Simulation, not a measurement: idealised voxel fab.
process module | voxel fin reveal
cross-section cut | 280 nm wide | cells 5 nm
A cross-section is a grid of square cells, given in bands from the top down. A band is one or more rows of cells.
Each band's line starts with the height of the band's top and of its bottom, in nm. Then come its materials from left to right, each with its width in nm. One material with "throughout" fills the band from edge to edge. "air" is empty space.
Height 0 is the level under which the wafer as received is all one material. The lowest band goes on downwards, as in "0 down".
A width such as "30 to 40" changes by the same amount from each row of cells to the next, from the band's top row to its bottom row.
"no change" after a step means that no cell of the cross-section changed.
closed voids: empty space of 8 cells or more with no open way to the top, each as width x height at its distance from the left edge, in nm
after a step's settings: what the simulator itself notes on the step
overlay nm, on a step with a mask: how far to the right of its planned place the mask lay; to the left if negative
plan
1 op RECEIVE | material Si
2 op CONFORMAL_DEP | material SiN | thk nm 5
3 op MASKED_ETCH | tone cover | mask id FINS | width nm 15 | pitch nm 40 | etch materials SiN | depth nm 5 | overlay nm 0
4 op MASKED_ETCH | tone cover | mask id FINS | width nm 15 | pitch nm 40 | etch materials Si | depth nm 35 | overlay nm 0
5 op OXIDIZE | depth nm 5
6 op FILL_DEP | material SiO2 | thk nm 15
7 op CMP | height nm 5
8 op SELECTIVE_ETCH | etch materials SiO2 | depth nm 30
9 op STRIP | etch materials SiN
as received, after step 1
  0 down: Si throughout
  closed voids: none
a wafer at the end: this start, this plan, one mistake
  0 to -5: Si 85 | air 25 | Si 15 | air 25 | Si 15 | air 25 | Si 90
  -5 down: Si throughout
  closed voids: none
what went wrong: step 3 ran as: op MASKED_ETCH | tone open | mask id FINS | width nm 15 | pitch nm 40 | etch materials SiN | depth nm 5 | overlay nm 0
